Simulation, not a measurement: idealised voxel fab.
process module | voxel local oxidation
cross-section cut | 250 nm wide | cells 5 nm
A cross-section is a grid of square cells, given in bands from the top down. A band is one or more rows of cells.
Each band's line starts with the height of the band's top and of its bottom, in nm. Then come its materials from left to right, each with its width in nm. One material with "throughout" fills the band from edge to edge. "air" is empty space.
Height 0 is the level under which the wafer as received is all one material. The lowest band goes on downwards, as in "0 down".
A width such as "30 to 40" changes by the same amount from each row of cells to the next, from the band's top row to its bottom row.
"no change" after a step means that no cell of the cross-section changed.
closed voids: empty space of 8 cells or more with no open way to the top, each as width x height at its distance from the left edge, in nm
after a step's settings: what the simulator itself notes on the step
overlay nm, on a step with a mask: how far to the right of its planned place the mask lay; to the left if negative
plan
1 op RECEIVE | material Si
2 op OXIDIZE | depth nm 5
3 op CONFORMAL_DEP | material SiN | thk nm 10
4 op DIRECTIONAL_DEP | material aC | thk nm 10
5 op PATTERN | tone cover | mask id ACTIVE | material resist | width nm 90 | thk nm 25 | overlay nm 0
6 op DIRECTIONAL_ETCH | etch materials aC | depth nm 10
7 op STRIP | etch materials resist
8 op DIRECTIONAL_ETCH | etch materials SiN | depth nm 5
9 op STRIP | etch materials aC
10 op SELECTIVE_ETCH | etch materials SiO2 | depth nm 5
11 op OXIDIZE | depth nm 10
12 op STRIP | etch materials SiN
varied across the wafers: depth nm of step 8. The plan shows the first wafer's value. All wafers start alike
first wafer as received, after step 1
  0 down: Si throughout
  closed voids: none
each wafer at the end: cells of each material gained (+) or lost (-) since it was received, then its closed voids
depth nm 5 | -50 Si | +50 SiO2 | closed voids: none
depth nm 10 | -126 Si | +92 SiO2 | closed voids: none
depth nm 15 | -126 Si | +92 SiO2 | closed voids: none
depth nm 20 | -126 Si | +92 SiO2 | closed voids: none
depth nm 25 | -126 Si | +92 SiO2 | closed voids: none
